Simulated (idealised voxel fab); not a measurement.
Module name: voxel capacitor over wiring (process module)
It is cross-section cut that appears here, measuring 200 nm in width, its square cells being 5 nm in size.
Cross-sections here: square-cell grids, written as top-down lists of bands, a band being one or more rows of cells.
The band entry comprises the height of the band's top followed by the height of its bottom, expressed in nm, and subsequently the band's materials from left to right, each stated together with its width in nm. Where a single material is marked with the word "throughout", that material fills the band from edge to edge. The word "blank" represents empty space.
Height 0 is the level under which the wafer as received is all one material. The lowest band goes on downwards, as in "z 0 and below".
The notation "30..40" denotes a width that varies across the rows of cells in the band, beginning at the first number in the top row, finishing at the second number in the bottom row, and changing by an identical amount from each row to the next.
"changes: none" -> step changed no cross-section cell.
What "Enclosed voids" gives you is every empty space of 8 cells or more that is cut off from the top. Each appears as width x height at distance, with the distance taken from the left edge and width, height and distance all in nm.
Heads up: the bit after the settings on a step's line is the simulator's remark on that step.
overlay nm: mask offset rightward from planned place, masked step; negative means leftward offset.
List of planned process steps:
1) RECEIVE (material Si)
2) CONFORMAL_DEP (material SiO2; thk nm 15)
3) CONFORMAL_DEP (material SiCN; thk nm 5)
4) DIRECTIONAL_DEP (material SiO2; thk nm 20)
5) DIRECTIONAL_DEP (material aC; thk nm 15)
6) PATTERN (tone open; mask id METAL_1; material resist; width nm 25; pitch nm 90; thk nm 35; overlay nm 0)
7) DIRECTIONAL_ETCH (etch materials aC; depth nm 15)
8) STRIP (etch materials resist)
9) DIRECTIONAL_ETCH (etch materials SiO2; depth nm 20)
10) DIRECTIONAL_ETCH (etch materials SiCN; depth nm 5)
11) STRIP (etch materials aC)
12) CONFORMAL_DEP (material TiN; thk nm 5)
13) FILL_DEP (material Cu; thk nm 10)
14) CMP (height nm 40)
15) EPI (material Ru; thk nm 5)
16) FILL_DEP (material SiCN; thk nm 5)
17) DIRECTIONAL_DEP (material lowk; thk nm 10)
18) PATTERN (tone open; mask id PLUG_1; material resist; width nm 15; thk nm 20; overlay nm 0)
19) DIRECTIONAL_ETCH (etch materials lowk; depth nm 10)
20) DIRECTIONAL_ETCH (etch materials SiCN; depth nm 5)
21) STRIP (etch materials resist)
22) EPI (material Ru; thk nm 10)
23) EPI (material Ru; thk nm 5)
24) DIRECTIONAL_DEP (material TiN; thk nm 10)
25) DIRECTIONAL_DEP (material HfO2; thk nm 5)
26) DIRECTIONAL_DEP (material TiN; thk nm 5)
27) DIRECTIONAL_DEP (material aC; thk nm 10)
28) PATTERN (tone cover; mask id UPPER_PLATE; material resist; width nm 70; thk nm 25; overlay nm 0)
29) DIRECTIONAL_ETCH (etch materials aC; depth nm 10)
30) STRIP (etch materials resist)
31) DIRECTIONAL_ETCH (etch materials TiN; depth nm 5)
32) DIRECTIONAL_ETCH (etch materials HfO2; depth nm 5)
33) STRIP (etch materials aC)
34) PATTERN (tone cover; mask id LOWER_PLATE; material resist; width nm 80; thk nm 15; overlay nm 0)
35) DIRECTIONAL_ETCH (etch materials TiN; depth nm 10)
36) STRIP (etch materials resist)
37) FILL_DEP (material SiO2; thk nm 20)
38) CMP (height nm 95)
39) DIRECTIONAL_DEP (material aC; thk nm 15)
40) PATTERN (tone open; mask id PLUG_2; material resist; width nm 15; thk nm 30; overlay nm 0)
41) DIRECTIONAL_ETCH (etch materials aC; depth nm 15)
42) STRIP (etch materials resist)
43) DIRECTIONAL_ETCH (etch materials SiO2; depth nm 15)
44) STRIP (etch materials aC)
45) CONFORMAL_DEP (material TiN; thk nm 5)
46) FILL_DEP (material Ru; thk nm 5)
47) CMP (height nm 95)
48) CONFORMAL_DEP (material SiCN; thk nm 5)
The cross-section here shows the wafer as received, i.e. in its state after step 1:
> z 0 and below: Si throughout
> Enclosed voids: none
End state of the module in cross-section, given the above starting point and plan and one mistake in execution:
> z 100 to 95: SiCN throughout
> z 95 to 85: SiO2 60 nm  TiN 5 nm  Ru 5 nm  TiN 5 nm  SiO2 125 nm
> z 85 to 80: SiO2 60 nm  TiN 15 nm  SiO2 125 nm
> z 80 to 75: SiO2 50 nm  TiN 35 nm  SiO2 25 nm  TiN 10 nm  SiO2 80 nm
> z 75 to 70: SiO2 50 nm  HfO2 35 nm  SiO2 25 nm  HfO2 10 nm  SiO2 80 nm
> z 70 to 65: SiO2 45 nm  TiN 40 nm  SiO2 25 nm  TiN 15 nm  SiO2 75 nm
> z 65 to 60: SiO2 45 nm  TiN 80 nm  SiO2 75 nm
> z 60 to 55: SiO2 20 nm  Ru 65 nm  HfO2 25 nm  Ru 65 nm  SiO2 25 nm
> z 55 to 45: SiO2 20 nm  Ru 65 nm  TiN 25 nm  Ru 65 nm  SiO2 25 nm
> z 45 to 40: SiCN 35 nm  Ru 35 nm  SiCN 55 nm  Ru 35 nm  SiCN 40 nm
> z 40 to 20: SiO2 40 nm  TiN 5 nm  Cu 15 nm  TiN 5 nm  SiO2 65 nm  TiN 5 nm  Cu 15 nm  TiN 5 nm  SiO2 45 nm
> z 20 to 15: SiCN 40 nm  TiN 25 nm  SiCN 65 nm  TiN 25 nm  SiCN 45 nm
> z 15 to 0: SiO2 throughout
> z 0 and below: Si throughout
> Enclosed voids: none
Here's what went sideways: step 18 of the plan never got run, it was skipped over
